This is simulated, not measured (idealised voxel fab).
Title: Process Module voxel ribs on slabs
Shown is cross-section cut, with a width of 220 nm and square cells of size 5 nm.
Cross-section, as written here: a square-cell grid given band by band from the top down, where a band holds one or more rows of cells.
What a band's entry tells you: where the top is and where the bottom is, as heights in nm, and after that what lies inside, material by material from left to right, each with its width in nm. Empty space is written as the word "air", and a single material marked with the word "everywhere" occupies the band from edge to edge.
Heights are expressed relative to 0, this being the level below which the as-received wafer comprises one material exclusively. The lowest band is unbounded in the downward direction and is denoted as in "0 and below".
Read "30->40" as a graded width: first number on top, second number at the bottom, same change between each pair of neighbouring rows.
You'll sometimes find "nothing changed" written for a step, and that's the way of saying that nowhere in the cross-section did a cell change during that step.
In "Closed empty spaces" the enclosed voids are listed, meaning empty spaces of 8 cells or larger without any opening to the top. The form is width x height at distance, distance from the left edge, units nm.
Formally, on a step line, whatever follows the settings is a remark that the simulator itself makes on the step.
overlay nm: step with mask; distance mask lay right of planned place; negative value = left of planned place.
Guide to the pairs. Each holds a before and an after cross-section around one process step; the after cross-section is cut off at the lowest band that changed. Look under the pair for the step between them and its settings. Pairs can come from different runs of this module on the same starting wafer, so a pair follows on from the one above it only where its entry headed "Incoming structure" says it does.

Incoming structure
> 0 and below | Si everywhere
> Closed empty spaces: none

after
> 20 down to 0 | SiO2 everywhere
> Beneath the level 0, the cross-section is identical to its previous state.
> Closed empty spaces: none
What was done to get from the before section above to the after section? DIRECTIONAL_DEP,material SiO2,thk nm 20

Incoming structure: starting point is the after cross-section of the pair just above.

after
> 45 down to 20 | polySi everywhere
> Beneath the level 20, the cross-section is identical to its previous state.
> Closed empty spaces: none
What was done to get from the before section above to the after section? DIRECTIONAL_DEP,material polySi,thk nm 25

Incoming structure: starting point is the after cross-section of the pair just above.

after
> 45 down to 30 | air=100, polySi=20, air=100
> Beneath the level 30, the cross-section is identical to its previous state.
> Closed empty spaces: none
What was done to get from the before section above to the after section? MASKED_ETCH,tone cover,mask id RIB,width nm 20,etch materials polySi,depth nm 15,overlay nm 0

Incoming structure: starting point is the after cross-section of the pair just above.

after
> 65 down to 45 | air=85, resist=50, air=85
> 45 down to 30 | air=85, resist=15, polySi=20, resist=15, air=85
> Beneath the level 30, the cross-section is identical to its previous state.
> Closed empty spaces: none
What was done to get from the before section above to the after section? PATTERN,tone cover,mask id SLAB,material resist,width nm 50,thk nm 20,overlay nm 0

Incoming structure: starting point is the after cross-section of the pair just above.

after
> 65 down to 45 | air=85, resist=50, air=85
> 45 down to 30 | air=85, resist=15, polySi=20, resist=15, air=85
> 30 down to 20 | air=85, polySi=50, air=85
> Beneath the level 20, the cross-section is identical to its previous state.
> Closed empty spaces: none
What was done to get from the before section above to the after section? DIRECTIONAL_ETCH,etch materials polySi,depth nm 10

Incoming structure: starting point is the after cross-section of the pair just above.

after
> 45 down to 30 | air=100, polySi=20, air=100
> Beneath the level 30, the cross-section is identical to its previous state.
> Closed empty spaces: none
What was done to get from the before section above to the after section? STRIP,etch materials resist

Incoming structure: starting point is the after cross-section of the pair just above.

after
> 65 down to 45 | SiO2 everywhere
> 45 down to 30 | SiO2=100, polySi=20, SiO2=100
> 30 down to 20 | SiO2=85, polySi=50, SiO2=85
> Beneath the level 20, the cross-section is identical to its previous state.
> Closed empty spaces: none
What was done to get from the before section above to the after section? FILL_DEP,material SiO2,thk nm 20

Incoming structure: starting point is the after cross-section of the pair just above.

after
> 60 down to 45 | SiO2 everywhere
> Beneath the level 45, the cross-section is identical to its previous state.
> Closed empty spaces: none
What was done to get from the before section above to the after section? CMP,height nm 60

Incoming structure: starting point is the after cross-section of the pair just above.

after
> 65 down to 60 | W everywhere
> Beneath the level 60, the cross-section is identical to its previous state.
> Closed empty spaces: none
What was done to get from the before section above to the after section? DIRECTIONAL_DEP,material W,thk nm 5

Incoming structure: starting point is the after cross-section of the pair just above.

after
> 85 down to 65 | air=95, resist=30, air=95
> Beneath the level 65, the cross-section is identical to its previous state.
> Closed empty spaces: none
What was done to get from the before section above to the after section? PATTERN,tone cover,mask id HEATER,material resist,width nm 30,thk nm 20,overlay nm 0

Incoming structure: starting point is the after cross-section of the pair just above.

after
> 85 down to 65 | air=95, resist=30, air=95
> 65 down to 60 | air=95, W=30, air=95
> Beneath the level 60, the cross-section is identical to its previous state.
> Closed empty spaces: none
What was done to get from the before section above to the after section? DIRECTIONAL_ETCH,etch materials W,depth nm 5

Incoming structure: starting point is the after cross-section of the pair just above.

after
> 65 down to 60 | air=95, W=30, air=95
> Beneath the level 60, the cross-section is identical to its previous state.
> Closed empty spaces: none
What was done to get from the before section above to the after section? STRIP,etch materials resist

Incoming structure: starting point is the after cross-section of the pair just above.

after
> 70 down to 65 | air=90, SiN=40, air=90
> 65 down to 60 | SiN=95, W=30, SiN=95
> Beneath the level 60, the cross-section is identical to its previous state.
> Closed empty spaces: none
What was done to get from the before section above to the after section? CONFORMAL_DEP,material SiN,thk nm 5

Incoming structure
> 45 down to 20 | polySi everywhere
> 20 down to 0 | SiO2 everywhere
> 0 and below | Si everywhere
> Closed empty spaces: none

after
> 70 down to 20 | polySi everywhere
> Beneath the level 20, the cross-section is identical to its previous state.
> Closed empty spaces: none
What was done to get from the before section above to the after section? DIRECTIONAL_DEP,material polySi,thk nm 25

Incoming structure: starting point is the after cross-section of the pair just above.

after
> 70 down to 55 | air=100, polySi=20, air=100
> Beneath the level 55, the cross-section is identical to its previous state.
> Closed empty spaces: none
What was done to get from the before section above to the after section? MASKED_ETCH,tone cover,mask id RIB,width nm 20,etch materials polySi,depth nm 15,overlay nm 0

Incoming structure: starting point is the after cross-section of the pair just above.

after
> 90 down to 70 | air=85, resist=50, air=85
> 70 down to 55 | air=85, resist=15, polySi=20, resist=15, air=85
> Beneath the level 55, the cross-section is identical to its previous state.
> Closed empty spaces: none
What was done to get from the before section above to the after section? PATTERN,tone cover,mask id SLAB,material resist,width nm 50,thk nm 20,overlay nm 0

Incoming structure: starting point is the after cross-section of the pair just above.

after
> 90 down to 70 | air=85, resist=50, air=85
> 70 down to 55 | air=85, resist=15, polySi=20, resist=15, air=85
> 55 down to 45 | air=85, polySi=50, air=85
> Beneath the level 45, the cross-section is identical to its previous state.
> Closed empty spaces: none
What was done to get from the before section above to the after section? DIRECTIONAL_ETCH,etch materials polySi,depth nm 10

Incoming structure: starting point is the after cross-section of the pair just above.

after
> 70 down to 55 | air=100, polySi=20, air=100
> Beneath the level 55, the cross-section is identical to its previous state.
> Closed empty spaces: none
What was done to get from the before section above to the after section? STRIP,etch materials resist

Incoming structure: starting point is the after cross-section of the pair just above.

after
> 90 down to 70 | SiO2 everywhere
> 70 down to 55 | SiO2=100, polySi=20, SiO2=100
> 55 down to 45 | SiO2=85, polySi=50, SiO2=85
> Beneath the level 45, the cross-section is identical to its previous state.
> Closed empty spaces: none
What was done to get from the before section above to the after section? FILL_DEP,material SiO2,thk nm 20

Incoming structure: starting point is the after cross-section of the pair just above.

after
> 60 down to 55 | SiO2=100, polySi=20, SiO2=100
> Beneath the level 55, the cross-section is identical to its previous state.
> Closed empty spaces: none
What was done to get from the before section above to the after section? CMP,height nm 60

Incoming structure: starting point is the after cross-section of the pair just above.

after
> 65 down to 60 | W everywhere
> Beneath the level 60, the cross-section is identical to its previous state.
> Closed empty spaces: none
What was done to get from the before section above to the after section? DIRECTIONAL_DEP,material W,thk nm 5

Incoming structure: starting point is the after cross-section of the pair just above.

after
> 85 down to 65 | air=95, resist=30, air=95
> Beneath the level 65, the cross-section is identical to its previous state.
> Closed empty spaces: none
What was done to get from the before section above to the after section? PATTERN,tone cover,mask id HEATER,material resist,width nm 30,thk nm 20,overlay nm 0

Incoming structure: starting point is the after cross-section of the pair just above.

after
> 85 down to 65 | air=95, resist=30, air=95
> 65 down to 60 | air=95, W=30, air=95
> Beneath the level 60, the cross-section is identical to its previous state.
> Closed empty spaces: none
What was done to get from the before section above to the after section? DIRECTIONAL_ETCH,etch materials W,depth nm 5

Incoming structure: starting point is the after cross-section of the pair just above.

after
> 65 down to 60 | air=95, W=30, air=95
> Beneath the level 60, the cross-section is identical to its previous state.
> Closed empty spaces: none
What was done to get from the before section above to the after section? STRIP,etch materials resist

Incoming structure: starting point is the after cross-section of the pair just above.

after
> 70 down to 65 | air=90, SiN=40, air=90
> 65 down to 60 | SiN=95, W=30, SiN=95
> Beneath the level 60, the cross-section is identical to its previous state.
> Closed empty spaces: none
What was done to get from the before section above to the after section? CONFORMAL_DEP,material SiN,thk nm 5

Incoming structure
> 0 and below | Si everywhere
> Closed empty spaces: none

after
> 25 down to 0 | polySi everywhere
> Beneath the level 0, the cross-section is identical to its previous state.
> Closed empty spaces: none
What was done to get from the before section above to the after section? DIRECTIONAL_DEP,material polySi,thk nm 25

Incoming structure: starting point is the after cross-section of the pair just above.

after
> 45 down to 25 | SiO2 everywhere
> Beneath the level 25, the cross-section is identical to its previous state.
> Closed empty spaces: none
What was done to get from the before section above to the after section? DIRECTIONAL_DEP,material SiO2,thk nm 20

Incoming structure: starting point is the after cross-section of the pair just above.

after
> 65 down to 45 | air=85, resist=50, air=85
> Beneath the level 45, the cross-section is identical to its previous state.
> Closed empty spaces: none
What was done to get from the before section above to the after section? PATTERN,tone cover,mask id SLAB,material resist,width nm 50,thk nm 20,overlay nm 0

Incoming structure: starting point is the after cross-section of the pair just above.

after
> 45 down to 25 | SiO2 everywhere
> Beneath the level 25, the cross-section is identical to its previous state.
> Closed empty spaces: none
What was done to get from the before section above to the after section? STRIP,etch materials resist

Incoming structure: starting point is the after cross-section of the pair just above.

after
> 65 down to 25 | SiO2 everywhere
> Beneath the level 25, the cross-section is identical to its previous state.
> Closed empty spaces: none
What was done to get from the before section above to the after section? FILL_DEP,material SiO2,thk nm 20

Incoming structure: starting point is the after cross-section of the pair just above.

after
> 60 down to 25 | SiO2 everywhere
> Beneath the level 25, the cross-section is identical to its previous state.
> Closed empty spaces: none
What was done to get from the before section above to the after section? CMP,height nm 60

Incoming structure: starting point is the after cross-section of the pair just above.

after
> 65 down to 60 | W everywhere
> Beneath the level 60, the cross-section is identical to its previous state.
> Closed empty spaces: none
What was done to get from the before section above to the after section? DIRECTIONAL_DEP,material W,thk nm 5

Incoming structure: starting point is the after cross-section of the pair just above.

after
> 85 down to 65 | air=95, resist=30, air=95
> Beneath the level 65, the cross-section is identical to its previous state.
> Closed empty spaces: none
What was done to get from the before section above to the after section? PATTERN,tone cover,mask id HEATER,material resist,width nm 30,thk nm 20,overlay nm 0

Incoming structure: starting point is the after cross-section of the pair just above.

after
> 85 down to 65 | air=95, resist=30, air=95
> 65 down to 60 | air=95, W=30, air=95
> Beneath the level 60, the cross-section is identical to its previous state.
> Closed empty spaces: none
What was done to get from the before section above to the after section? DIRECTIONAL_ETCH,etch materials W,depth nm 5

Incoming structure: starting point is the after cross-section of the pair just above.

after
> 65 down to 60 | air=95, W=30, air=95
> Beneath the level 60, the cross-section is identical to its previous state.
> Closed empty spaces: none
What was done to get from the before section above to the after section? STRIP,etch materials resist

Incoming structure: starting point is the after cross-section of the pair just above.

after
> 70 down to 65 | air=90, SiN=40, air=90
> 65 down to 60 | SiN=95, W=30, SiN=95
> Beneath the level 60, the cross-section is identical to its previous state.
> Closed empty spaces: none
What was done to get from the before section above to the after section? CONFORMAL_DEP,material SiN,thk nm 5

Incoming structure
> 0 and below | Si everywhere
> Closed empty spaces: none

after
> 15 down to 0 | SiO2 everywhere
> Beneath the level 0, the cross-section is identical to its previous state.
> Closed empty spaces: none
What was done to get from the before section above to the after section? DIRECTIONAL_DEP,material SiO2,thk nm 15

Incoming structure: starting point is the after cross-section of the pair just above.

after
> 40 down to 15 | polySi everywhere
> Beneath the level 15, the cross-section is identical to its previous state.
> Closed empty spaces: none
What was done to get from the before section above to the after section? DIRECTIONAL_DEP,material polySi,thk nm 25

Incoming structure: starting point is the after cross-section of the pair just above.

after
> 40 down to 25 | air=100, polySi=20, air=100
> Beneath the level 25, the cross-section is identical to its previous state.
> Closed empty spaces: none
What was done to get from the before section above to the after section? MASKED_ETCH,tone cover,mask id RIB,width nm 20,etch materials polySi,depth nm 15,overlay nm 0

Incoming structure: starting point is the after cross-section of the pair just above.

after
> 60 down to 40 | air=85, resist=50, air=85
> 40 down to 25 | air=85, resist=15, polySi=20, resist=15, air=85
> Beneath the level 25, the cross-section is identical to its previous state.
> Closed empty spaces: none
What was done to get from the before section above to the after section? PATTERN,tone cover,mask id SLAB,material resist,width nm 50,thk nm 20,overlay nm 0

Incoming structure: starting point is the after cross-section of the pair just above.

after
> 60 down to 40 | air=85, resist=50, air=85
> 40 down to 25 | air=85, resist=15, polySi=20, resist=15, air=85
> 25 down to 15 | air=85, polySi=50, air=85
> Beneath the level 15, the cross-section is identical to its previous state.
> Closed empty spaces: none
What was done to get from the before section above to the after section? DIRECTIONAL_ETCH,etch materials polySi,depth nm 10

Incoming structure: starting point is the after cross-section of the pair just above.

after
> 40 down to 25 | air=100, polySi=20, air=100
> Beneath the level 25, the cross-section is identical to its previous state.
> Closed empty spaces: none
What was done to get from the before section above to the after section? STRIP,etch materials resist

Incoming structure: starting point is the after cross-section of the pair just above.

after
> 60 down to 40 | SiO2 everywhere
> 40 down to 25 | SiO2=100, polySi=20, SiO2=100
> 25 down to 15 | SiO2=85, polySi=50, SiO2=85
> Beneath the level 15, the cross-section is identical to its previous state.
> Closed empty spaces: none
What was done to get from the before section above to the after section? FILL_DEP,material SiO2,thk nm 20

Incoming structure: starting point is the after cross-section of the pair just above.

after
> 65 down to 60 | W everywhere
> Beneath the level 60, the cross-section is identical to its previous state.
> Closed empty spaces: none
What was done to get from the before section above to the after section? DIRECTIONAL_DEP,material W,thk nm 5

Incoming structure: starting point is the after cross-section of the pair just above.

after
> 85 down to 65 | air=95, resist=30, air=95
> Beneath the level 65, the cross-section is identical to its previous state.
> Closed empty spaces: none
What was done to get from the before section above to the after section? PATTERN,tone cover,mask id HEATER,material resist,width nm 30,thk nm 20,overlay nm 0

Incoming structure: starting point is the after cross-section of the pair just above.

after
> 85 down to 65 | air=95, resist=30, air=95
> 65 down to 60 | air=95, W=30, air=95
> Beneath the level 60, the cross-section is identical to its previous state.
> Closed empty spaces: none
What was done to get from the before section above to the after section? DIRECTIONAL_ETCH,etch materials W,depth nm 5

Incoming structure: starting point is the after cross-section of the pair just above.

after
> 65 down to 60 | air=95, W=30, air=95
> Beneath the level 60, the cross-section is identical to its previous state.
> Closed empty spaces: none
What was done to get from the before section above to the after section? STRIP,etch materials resist

Incoming structure: starting point is the after cross-section of the pair just above.

after
> 70 down to 65 | air=90, SiN=40, air=90
> 65 down to 60 | SiN=95, W=30, SiN=95
> Beneath the level 60, the cross-section is identical to its previous state.
> Closed empty spaces: none
What was done to get from the before section above to the after section? CONFORMAL_DEP,material SiN,thk nm 5

Incoming structure
> 65 down to 60 | W everywhere
> 60 down to 45 | SiO2 everywhere
> 45 down to 30 | SiO2=100, polySi=20, SiO2=100
> 30 down to 20 | SiO2=85, polySi=50, SiO2=85
> 20 down to 0 | SiO2 everywhere
> 0 and below | Si everywhere
> Closed empty spaces: none

after
> 85 down to 65 | air=100, resist=25, air=95
> Beneath the level 65, the cross-section is identical to its previous state.
> Closed empty spaces: none
What was done to get from the before section above to the after section? PATTERN,tone cover,mask id HEATER,material resist,width nm 25,thk nm 20,overlay nm 0

Incoming structure: starting point is the after cross-section of the pair just above.

after
> 85 down to 65 | air=100, resist=25, air=95
> 65 down to 60 | air=100, W=25, air=95
> Beneath the level 60, the cross-section is identical to its previous state.
> Closed empty spaces: none
What was done to get from the before section above to the after section? DIRECTIONAL_ETCH,etch materials W,depth nm 5

Incoming structure: starting point is the after cross-section of the pair just above.

after
> 65 down to 60 | air=100, W=25, air=95
> Beneath the level 60, the cross-section is identical to its previous state.
> Closed empty spaces: none
What was done to get from the before section above to the after section? STRIP,etch materials resist

Incoming structure: starting point is the after cross-section of the pair just above.

after
> 70 down to 65 | air=95, SiN=35, air=90
> 65 down to 60 | SiN=100, W=25, SiN=95
> Beneath the level 60, the cross-section is identical to its previous state.
> Closed empty spaces: none
What was done to get from the before section above to the after section? CONFORMAL_DEP,material SiN,thk nm 5

Incoming structure
> 65 down to 60 | W everywhere
> 60 down to 45 | SiO2 everywhere
> 45 down to 30 | SiO2=100, polySi=20, SiO2=100
> 30 down to 20 | SiO2=85, polySi=50, SiO2=85
> 20 down to 0 | SiO2 everywhere
> 0 and below | Si everywhere
> Closed empty spaces: none

after
> 85 down to 65 | air=100, resist=30, air=90
> Beneath the level 65, the cross-section is identical to its previous state.
> Closed empty spaces: none
What was done to get from the before section above to the after section? PATTERN,tone cover,mask id HEATER,material resist,width nm 30,thk nm 20,overlay nm 5

Incoming structure: starting point is the after cross-section of the pair just above.

after
> 85 down to 65 | air=100, resist=30, air=90
> 65 down to 60 | air=100, W=30, air=90
> Beneath the level 60, the cross-section is identical to its previous state.
> Closed empty spaces: none
What was done to get from the before section above to the after section? DIRECTIONAL_ETCH,etch materials W,depth nm 5

Incoming structure: starting point is the after cross-section of the pair just above.

after
> 65 down to 60 | air=100, W=30, air=90
> Beneath the level 60, the cross-section is identical to its previous state.
> Closed empty spaces: none
What was done to get from the before section above to the after section? STRIP,etch materials resist

Incoming structure: starting point is the after cross-section of the pair just above.

after
> 70 down to 65 | air=95, SiN=40, air=85
> 65 down to 60 | SiN=100, W=30, SiN=90
> Beneath the level 60, the cross-section is identical to its previous state.
> Closed empty spaces: none
What was done to get from the before section above to the after section? CONFORMAL_DEP,material SiN,thk nm 5

Incoming structure
> 45 down to 30 | air=100, polySi=20, air=100
> 30 down to 20 | air=85, polySi=50, air=85
> 20 down to 0 | SiO2 everywhere
> 0 and below | Si everywhere
> Closed empty spaces: none

after
> 65 down to 45 | W everywhere
> 45 down to 30 | W=100, polySi=20, W=100
> 30 down to 20 | W=85, polySi=50, W=85
> Beneath the level 20, the cross-section is identical to its previous state.
> Closed empty spaces: none
What was done to get from the before section above to the after section? FILL_DEP,material W,thk nm 20

Incoming structure: starting point is the after cross-section of the pair just above.

after
> 60 down to 45 | W everywhere
> Beneath the level 45, the cross-section is identical to its previous state.
> Closed empty spaces: none
What was done to get from the before section above to the after section? CMP,height nm 60

Incoming structure: starting point is the after cross-section of the pair just above.

after
> 65 down to 45 | W everywhere
> Beneath the level 45, the cross-section is identical to its previous state.
> Closed empty spaces: none
What was done to get from the before section above to the after section? DIRECTIONAL_DEP,material W,thk nm 5

Incoming structure: starting point is the after cross-section of the pair just above.

after
> 85 down to 65 | air=95, resist=30, air=95
> Beneath the level 65, the cross-section is identical to its previous state.
> Closed empty spaces: none
What was done to get from the before section above to the after section? PATTERN,tone cover,mask id HEATER,material resist,width nm 30,thk nm 20,overlay nm 0

Incoming structure: starting point is the after cross-section of the pair just above.

after
> 85 down to 65 | air=95, resist=30, air=95
> 65 down to 60 | air=95, W=30, air=95
> Beneath the level 60, the cross-section is identical to its previous state.
> Closed empty spaces: none
What was done to get from the before section above to the after section? DIRECTIONAL_ETCH,etch materials W,depth nm 5

Incoming structure: starting point is the after cross-section of the pair just above.

after
> 65 down to 60 | air=95, W=30, air=95
> Beneath the level 60, the cross-section is identical to its previous state.
> Closed empty spaces: none
What was done to get from the before section above to the after section? STRIP,etch materials resist

Incoming structure: starting point is the after cross-section of the pair just above.

after
> 70 down to 65 | air=90, SiN=40, air=90
> 65 down to 60 | SiN=95, W=30, SiN=95
> Beneath the level 60, the cross-section is identical to its previous state.
> Closed empty spaces: none
What was done to get from the before section above to the after section? CONFORMAL_DEP,material SiN,thk nm 5

Incoming structure
> 45 down to 20 | polySi everywhere
> 20 down to 0 | SiO2 everywhere
> 0 and below | Si everywhere
> Closed empty spaces: none

after
> 45 down to 30 | polySi=100, air=20, polySi=100
> Beneath the level 30, the cross-section is identical to its previous state.
> Closed empty spaces: none
What was done to get from the before section above to the after section? MASKED_ETCH,tone open,mask id RIB,width nm 20,etch materials polySi,depth nm 15,overlay nm 0

Incoming structure: starting point is the after cross-section of the pair just above.

after
> 65 down to 45 | air=85, resist=50, air=85
> 45 down to 30 | polySi=100, resist=20, polySi=100
> Beneath the level 30, the cross-section is identical to its previous state.
> Closed empty spaces: none
What was done to get from the before section above to the after section? PATTERN,tone cover,mask id SLAB,material resist,width nm 50,thk nm 20,overlay nm 0

Incoming structure: starting point is the after cross-section of the pair just above.

after
> 65 down to 45 | air=85, resist=50, air=85
> 45 down to 35 | air=85, polySi=15, resist=20, polySi=15, air=85
> Beneath the level 35, the cross-section is identical to its previous state.
> Closed empty spaces: none
What was done to get from the before section above to the after section? DIRECTIONAL_ETCH,etch materials polySi,depth nm 10

Incoming structure: starting point is the after cross-section of the pair just above.

after
> 45 down to 35 | air=85, polySi=15, air=20, polySi=15, air=85
> 35 down to 30 | polySi=100, air=20, polySi=100
> Beneath the level 30, the cross-section is identical to its previous state.
> Closed empty spaces: none
What was done to get from the before section above to the after section? STRIP,etch materials resist

Incoming structure: starting point is the after cross-section of the pair just above.

after
> 65 down to 45 | SiO2 everywhere
> 45 down to 35 | SiO2=85, polySi=15, SiO2=20, polySi=15, SiO2=85
> 35 down to 30 | polySi=100, SiO2=20, polySi=100
> Beneath the level 30, the cross-section is identical to its previous state.
> Closed empty spaces: none
What was done to get from the before section above to the after section? FILL_DEP,material SiO2,thk nm 20

Incoming structure: starting point is the after cross-section of the pair just above.

after
> 60 down to 45 | SiO2 everywhere
> Beneath the level 45, the cross-section is identical to its previous state.
> Closed empty spaces: none
What was done to get from the before section above to the after section? CMP,height nm 60

Incoming structure: starting point is the after cross-section of the pair just above.

after
> 65 down to 60 | W everywhere
> Beneath the level 60, the cross-section is identical to its previous state.
> Closed empty spaces: none
What was done to get from the before section above to the after section? DIRECTIONAL_DEP,material W,thk nm 5

Incoming structure: starting point is the after cross-section of the pair just above.

after
> 85 down to 65 | air=95, resist=30, air=95
> Beneath the level 65, the cross-section is identical to its previous state.
> Closed empty spaces: none
What was done to get from the before section above to the after section? PATTERN,tone cover,mask id HEATER,material resist,width nm 30,thk nm 20,overlay nm 0

Incoming structure: starting point is the after cross-section of the pair just above.

after
> 85 down to 65 | air=95, resist=30, air=95
> 65 down to 60 | air=95, W=30, air=95
> Beneath the level 60, the cross-section is identical to its previous state.
> Closed empty spaces: none
What was done to get from the before section above to the after section? DIRECTIONAL_ETCH,etch materials W,depth nm 5

Incoming structure: starting point is the after cross-section of the pair just above.

after
> 65 down to 60 | air=95, W=30, air=95
> Beneath the level 60, the cross-section is identical to its previous state.
> Closed empty spaces: none
What was done to get from the before section above to the after section? STRIP,etch materials resist

Incoming structure: starting point is the after cross-section of the pair just above.

after
> 70 down to 65 | air=90, SiN=40, air=90
> 65 down to 60 | SiN=95, W=30, SiN=95
> Beneath the level 60, the cross-section is identical to its previous state.
> Closed empty spaces: none
What was done to get from the before section above to the after section? CONFORMAL_DEP,material SiN,thk nm 5
